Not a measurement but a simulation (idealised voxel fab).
The process module that follows is named voxel self aligned contacts.
The figure presents cross-section cut, which has a width of 255 nm and is divided into square cells with an edge length of 5 nm.
Notation: cross-section as square-cell grid; stated in bands, top first, going down; one or more cell rows per band.
It is stipulated that each band's entry specify, in nanometres, the height of the top of the band and then that of its bottom, followed by the materials of the band in left-to-right sequence, each together with its width in nanometres. A single material marked by the word "edge to edge" is understood to fill the band from edge to edge; the word "blank" is understood to denote empty space.
Height reference: 0 = level under which incoming wafer is all one material. Lowest band: no bottom, runs on downward, e.g. "from 0 down".
A width given as "30 to 40" starts at the first number in the band's top row and ends at the second number in its bottom row, shifting by an equal amount at every step from row to row.
It should be understood that the words "left unchanged", when stated for a given step, signify that the cross-section underwent no change in any of its cells during that step.
In the "Enclosed cavity list" entry, you get each enclosed empty space of 8 cells or more, one with no open way to the top, written width x height at distance, distance from the left edge, in nm.
Text after the settings on a step's line: the simulator's own remark on that step.
The setting "overlay nm" may be written on the line of a step. When the step uses a mask, the value reports how far to the right of the planned place the mask lay, and a negative value reports that it lay to the left.

plan
1: op RECEIVE | material Si
2: op CONFORMAL_DEP | material SiO2 | thk nm 5
3: op DIRECTIONAL_DEP | material polySi | thk nm 25
4: op DIRECTIONAL_DEP | material SiN | thk nm 25
5: op PATTERN | tone cover | mask id GATE | material resist | width nm 35 | pitch nm 75 | thk nm 15 | overlay nm 0
6: op DIRECTIONAL_ETCH | etch materials SiN | depth nm 25
7: op DIRECTIONAL_ETCH | etch materials polySi | depth nm 25
8: op STRIP | etch materials resist
9: op CONFORMAL_DEP | material SiN | thk nm 10
10: op DIRECTIONAL_ETCH | etch materials SiN | depth nm 10
11: op FILL_DEP | material SiO2 | thk nm 15
12: op CMP | height nm 65
13: op MASKED_ETCH | tone open | mask id CONTACT | width nm 50 | pitch nm 75 | etch materials SiO2 | depth nm 65 | overlay nm 0
14: op CONFORMAL_DEP | material TiN | thk nm 5
15: op FILL_DEP | material Ru | thk nm 10
16: op CMP | height nm 65
17: op CONFORMAL_DEP | material SiN | thk nm 5
Don't read the plan's thk nm for step 2 as applying to every wafer: that's the first wafer's value, and the wafers differ in it, though they all start identical.

First wafer of several, as received: cross-section after step 1
	from 0 down | Si edge to edge
	Enclosed cavity list: none

The table below has one row for each wafer; a row shows, as of the end of the module, how many cells of each material the wafer has gained, marked (+), or lost, marked (-), since it was received, and then the wafer's closed voids
thk nm 5, +60 Ru, +276 SiN, +205 SiO2, +68 TiN, +105 polySi, Enclosed cavity list: none
thk nm 10, +48 Ru, +276 SiN, +217 SiO2, +68 TiN, +105 polySi, Enclosed cavity list: none
thk nm 15, +48 Ru, +276 SiN, +229 SiO2, +56 TiN, +105 polySi, Enclosed cavity list: none
thk nm 20, +48 Ru, +243 SiN, +262 SiO2, +56 TiN, +105 polySi, Enclosed cavity list: none
